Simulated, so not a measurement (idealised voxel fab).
Process module name: voxel self aligned vias
Section cut is 275 nm wide and gridded with 5 nm square cells.
A cross-section is written here as square cells arranged in a grid, and it is given in bands from the top down, each band taking up one or more rows of cells. Within each band entry, the heights of the top and of the bottom of the band appear first, in that order and in nm; the materials of the band then follow from left to right, each with its corresponding width in nm. The designation "edge to edge" on a single material indicates that it fills the band from edge to edge; the designation "air" indicates empty space. Convention: height 0 is the level below which the wafer, as received, is all one material. The lowest band does not terminate at the bottom but continues downward, represented as "0..down". It should be noted that a width expressed as "30..40" varies in equal increments from row to row of cells within the band, taking the value of the first number at the top row and that of the second number at the bottom row. When a step is marked "everything unchanged", none of the cells in the cross-section changed during that step. "Closed voids list" - sealed voids, min. 8 cells, no opening to top; format: width x height at distance (distance from left edge; nm throughout). What comes after the settings on a step's line is commentary from the simulator itself on that step. The "overlay nm" setting may appear on a step's line; for a step that uses a mask, it gives how far to the right of its planned position the mask lay, and a negative value indicates the left.
Planned step list for the process:
1 RECEIVE (material Si)
2 CONFORMAL_DEP (material SiO2; thk nm 15)
3 CONFORMAL_DEP (material SiCN; thk nm 5)
4 DIRECTIONAL_DEP (material lowk; thk nm 20)
5 PATTERN (tone open; mask id LINES; material resist; width nm 25; pitch nm 60; thk nm 15; overlay nm 0)
6 DIRECTIONAL_ETCH (etch materials lowk; depth nm 20)
7 STRIP (etch materials resist)
8 CONFORMAL_DEP (material TiN; thk nm 5)
9 FILL_DEP (material Ru; thk nm 5)
10 CMP (height nm 40)
11 SELECTIVE_ETCH (etch materials W Ru TiN; depth nm 10)
12 FILL_DEP (material SiN; thk nm 5)
13 CMP (height nm 40)
14 DIRECTIONAL_DEP (material lowk; thk nm 15)
15 PATTERN (tone open; mask id VIAS; material resist; width nm 35; pitch nm 60; thk nm 15; overlay nm 0)
16 DIRECTIONAL_ETCH (etch materials lowk; depth nm 15)
17 DIRECTIONAL_ETCH (etch materials SiN; depth nm 10)
18 STRIP (etch materials resist)
19 CONFORMAL_DEP (material TiN; thk nm 5)
20 FILL_DEP (material Cu; thk nm 10)
21 CMP (height nm 55)
22 CONFORMAL_DEP (material SiCN; thk nm 5)
The first wafer of two, processed as planned:
Delivered wafer in cross-section: state after step 1:
> 0..down = Si edge to edge
> Closed voids list: none
Sectional view: wafer, after step 2:
> 15..0 = SiO2 edge to edge
> Below 0, no change.
Sectional view: wafer, after step 3:
> 20..15 = SiCN edge to edge
> Below 15, no change.
Sectional view: wafer, after step 4:
> 40..20 = lowk edge to edge
> Below 20, no change.
Sectional view: wafer, after step 5:
> 55..40 = resist: 95  air: 25  resist: 35  air: 25  resist: 95
> Below 40, no change.
Sectional view: wafer, after step 6:
> 55..40 = resist: 95  air: 25  resist: 35  air: 25  resist: 95
> 40..20 = lowk: 95  air: 25  lowk: 35  air: 25  lowk: 95
> Below 20, no change.
Sectional view: wafer, after step 7:
> 40..20 = lowk: 95  air: 25  lowk: 35  air: 25  lowk: 95
> Below 20, no change.
Sectional view: wafer, after step 8:
> 45..40 = TiN: 100  air: 15  TiN: 45  air: 15  TiN: 100
> 40..25 = lowk: 95  TiN: 5  air: 15  TiN: 5  lowk: 35  TiN: 5  air: 15  TiN: 5  lowk: 95
> 25..20 = lowk: 95  TiN: 25  lowk: 35  TiN: 25  lowk: 95
> Below 20, no change.
Sectional view: wafer, after step 9:
> 50..45 = Ru edge to edge
> 45..40 = TiN: 100  Ru: 15  TiN: 45  Ru: 15  TiN: 100
> 40..25 = lowk: 95  TiN: 5  Ru: 15  TiN: 5  lowk: 35  TiN: 5  Ru: 15  TiN: 5  lowk: 95
> Below 25, no change.
Sectional view: wafer, after step 10:
> 40..25 = lowk: 95  TiN: 5  Ru: 15  TiN: 5  lowk: 35  TiN: 5  Ru: 15  TiN: 5  lowk: 95
> Below 25, no change.
Sectional view: wafer, after step 11:
> 40..30 = lowk: 95  air: 25  lowk: 35  air: 25  lowk: 95
> Below 30, no change.
Sectional view: wafer, after step 12:
> 45..40 = SiN edge to edge
> 40..30 = lowk: 95  SiN: 25  lowk: 35  SiN: 25  lowk: 95
> Below 30, no change.
Sectional view: wafer, after step 13:
> 40..30 = lowk: 95  SiN: 25  lowk: 35  SiN: 25  lowk: 95
> Below 30, no change.
Sectional view: wafer, after step 14:
> 55..40 = lowk edge to edge
> Below 40, no change.
Sectional view: wafer, after step 15:
> 70..55 = resist: 90  air: 35  resist: 25  air: 35  resist: 90
> Below 55, no change.
Sectional view: wafer, after step 16:
> 70..55 = resist: 90  air: 35  resist: 25  air: 35  resist: 90
> 55..40 = lowk: 90  air: 35  lowk: 25  air: 35  lowk: 90
> Below 40, no change.
Sectional view: wafer, after step 17:
> 70..55 = resist: 90  air: 35  resist: 25  air: 35  resist: 90
> 55..40 = lowk: 90  air: 35  lowk: 25  air: 35  lowk: 90
> 40..30 = lowk: 95  air: 25  lowk: 35  air: 25  lowk: 95
> Below 30, no change.
Sectional view: wafer, after step 18:
> 55..40 = lowk: 90  air: 35  lowk: 25  air: 35  lowk: 90
> Below 40, no change.
Sectional view: wafer, after step 19:
> 60..55 = TiN: 95  air: 25  TiN: 35  air: 25  TiN: 95
> 55..45 = lowk: 90  TiN: 5  air: 25  TiN: 5  lowk: 25  TiN: 5  air: 25  TiN: 5  lowk: 90
> 45..35 = lowk: 90..95  TiN: 10..5  air: 15  TiN: 10..5  lowk: 25..35  TiN: 10..5  air: 15  TiN: 10..5  lowk: 90..95
> 35..30 = lowk: 95  TiN: 25  lowk: 35  TiN: 25  lowk: 95
> Below 30, no change.
Sectional view: wafer, after step 20:
> 70..60 = Cu edge to edge
> 60..55 = TiN: 95  Cu: 25  TiN: 35  Cu: 25  TiN: 95
> 55..45 = lowk: 90  TiN: 5  Cu: 25  TiN: 5  lowk: 25  TiN: 5  Cu: 25  TiN: 5  lowk: 90
> 45..35 = lowk: 90..95  TiN: 10..5  Cu: 15  TiN: 10..5  lowk: 25..35  TiN: 10..5  Cu: 15  TiN: 10..5  lowk: 90..95
> Below 35, no change.
Sectional view: wafer, after step 21:
> 55..45 = lowk: 90  TiN: 5  Cu: 25  TiN: 5  lowk: 25  TiN: 5  Cu: 25  TiN: 5  lowk: 90
> Below 45, no change.
Sectional view: wafer, after step 22:
> 60..55 = SiCN edge to edge
> Below 55, no change.
Wafer two of two - same starting point, same process plan, one mistake in execution; matches wafer one up to and including step 20:
Cross-sectional representation of the second wafer at the time designated in the plan for the completion of step 21: everything unchanged
Cross-sectional representation of the second wafer at the time designated in the plan for the completion of step 22:
> 75..70 = SiCN edge to edge
> Below 70, no change.
Heads up, the wafer didn't run the way we planned it: the plan's step 21 went unexecuted, having been skipped
Counted in cells at the end, the second wafer holds more or fewer of these materials than the first: Cu +120; TiN +45
